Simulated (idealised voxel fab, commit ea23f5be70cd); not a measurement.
Presented below is a process module, voxel tone inversion.
Displayed cross-section: cut, width of 295 nm, square cells sized 5 nm.
A cross-section in this document is a grid of square cells, and it is written down as bands, the top band listed before the ones below it; a band is made up of one or more rows of cells. For a band, the entry starts with two heights in nm, that of the top and then that of the bottom, and carries on with the band's materials in order from left to right, each alongside its width in nm; the word "throughout" beside a single material means it fills the band edge to edge, and "blank" means empty space. Note: height 0 marks the level under which the wafer is uniformly one material as received. Lowest band unbounded below, written "0 down". So if you see something like "30->40" for the width, read it as the top row of the band sitting at the first number and the bottom row at the second, with every row in between moving by the same amount as the last. The designation "changes: none", where it is given for a processing step, indicates that no cell of the cross-section was altered in the course of that step. "Trapped voids": empty spaces of 8 cells or more with no open way to the top, each given as width x height at distance, distance from the left edge, all in nm. That trailing text on a step's line, after the settings, is the simulator's own remark on the step. A step line may carry the setting "overlay nm", which, for steps involving a mask, states the distance by which the mask lay to the right of its intended position; negative values denote displacement to the left.
Listed below are the process steps as planned
1) RECEIVE (material Si)
2) CONFORMAL_DEP (material SiCN; thk nm 5)
3) DIRECTIONAL_DEP (material aC; thk nm 25)
4) PATTERN (tone cover; mask id POSTS; material resist; width nm 25; pitch nm 40; thk nm 35; overlay nm 0)
5) DIRECTIONAL_ETCH (etch materials aC; depth nm 25)
6) STRIP (etch materials resist)
7) FILL_DEP (material lowk; thk nm 5)
8) CMP (height nm 30)
9) STRIP (etch materials aC)
This is the cross-section of the wafer as we received it, i.e. after step 1
* 0 down: Si throughout
* Trapped voids: none
Cross-sectional result after module completion. Note: starting condition and plan are unchanged from above; one processing mistake was made
* 30 to 5: SiCN: 75  blank: 25  SiCN: 15  blank: 25  SiCN: 15  blank: 25  SiCN: 15  blank: 25  SiCN: 75
* 5 to 0: SiCN throughout
* 0 down: Si throughout
* Trapped voids: none
Which mistake was made when the wafer was run? step 7 was run on a setting that differed from the plan, and what really ran there is FILL_DEP (material SiCN; thk nm 5)
